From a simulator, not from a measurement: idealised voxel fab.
You're looking at the process module voxel ribs on slabs.
For reference, the cross-section in this document is cut, with width 155 nm and square cells of 5 nm.
How to read a cross-section here: the picture is a grid of square cells, written as bands going from the top down, and any band can span one or more rows of cells. It is stipulated that each band's entry specify, in nanometres, the height of the top of the band and then that of its bottom, followed by the materials of the band in left-to-right sequence, each together with its width in nanometres. A single material marked by the word "edge to edge" is understood to fill the band from edge to edge; the word "air" is understood to denote empty space. Note: height 0 marks the level under which the wafer is uniformly one material as received. Lowest band unbounded below, written "0..down". A width given as "30..40" starts at the first number in the band's top row and ends at the second number in its bottom row, shifting by an equal amount at every step from row to row. Where a step carries "nothing changed", the cross-section came out of it unchanged, cell for cell. Heads up: "Unvented internal voids" only lists the empty pockets with no open path to the top that are 8 cells or more, and it writes them as width x height at distance, distance from the left edge, in nm. Formally, on a step line, whatever follows the settings is a remark that the simulator itself makes on the step. The "overlay nm" setting may appear on a step's line; for a step that uses a mask, it gives how far to the right of its planned position the mask lay, and a negative value indicates the left.

# Here's what the planned process steps look like
1. RECEIVE,material Si
2. DIRECTIONAL_DEP,material SiO2,thk nm 20
3. DIRECTIONAL_DEP,material polySi,thk nm 20
4. PATTERN,tone cover,mask id RIB,material resist,width nm 20,thk nm 20,overlay nm 0
5. DIRECTIONAL_ETCH,etch materials polySi,depth nm 15
6. STRIP,etch materials resist
7. PATTERN,tone cover,mask id SLAB,material resist,width nm 60,thk nm 20,overlay nm -15
8. DIRECTIONAL_ETCH,etch materials polySi,depth nm 5
9. STRIP,etch materials resist
10. FILL_DEP,material SiO2,thk nm 25
11. CMP,height nm 60
12. DIRECTIONAL_DEP,material W,thk nm 5
13. PATTERN,tone cover,mask id HEATER,material resist,width nm 30,thk nm 15,overlay nm 0
14. DIRECTIONAL_ETCH,etch materials W,depth nm 5
15. STRIP,etch materials resist
16. CONFORMAL_DEP,material SiO2,thk nm 5
What sets these wafers apart? The overlay nm at step 7. They all start alike, and the plan carries the first wafer's value.

# The first of several wafers in cross-section, exactly as it reached us after step 1
	0..down  Si edge to edge
	Unvented internal voids: none

# End of module: cross-section of the first of several wafers after step 16, the last step
	70..65  air=55  SiO2=40  air=60
	65..60  SiO2=60  W=30  SiO2=65
	60..40  SiO2 edge to edge
	40..25  SiO2=65  polySi=20  SiO2=70
	25..20  SiO2=30  polySi=60  SiO2=65
	20..0  SiO2 edge to edge
	0..down  Si edge to edge
	Unvented internal voids: none

# Last wafer, end of module, cross-section
	70..65  air=55  SiO2=40  air=60
	65..60  SiO2=60  W=30  SiO2=65
	60..40  SiO2 edge to edge
	40..25  SiO2=65  polySi=20  SiO2=70
	25..20  SiO2=60  polySi=60  SiO2=35
	20..0  SiO2 edge to edge
	0..down  Si edge to edge
	Unvented internal voids: none

# Rows = wafers. At module end, each row lists per material the cells gained (+) or lost (-) since the wafer was received, then the closed voids
overlay nm -15, +381 SiO2, +6 W, +24 polySi, Unvented internal voids: none
overlay nm -10, +381 SiO2, +6 W, +24 polySi, Unvented internal voids: none
overlay nm -5, +381 SiO2, +6 W, +24 polySi, Unvented internal voids: none
overlay nm 0, +381 SiO2, +6 W, +24 polySi, Unvented internal voids: none
overlay nm 5, +381 SiO2, +6 W, +24 polySi, Unvented internal voids: none
overlay nm 10, +381 SiO2, +6 W, +24 polySi, Unvented internal voids: none
overlay nm 15, +381 SiO2, +6 W, +24 polySi, Unvented internal voids: none
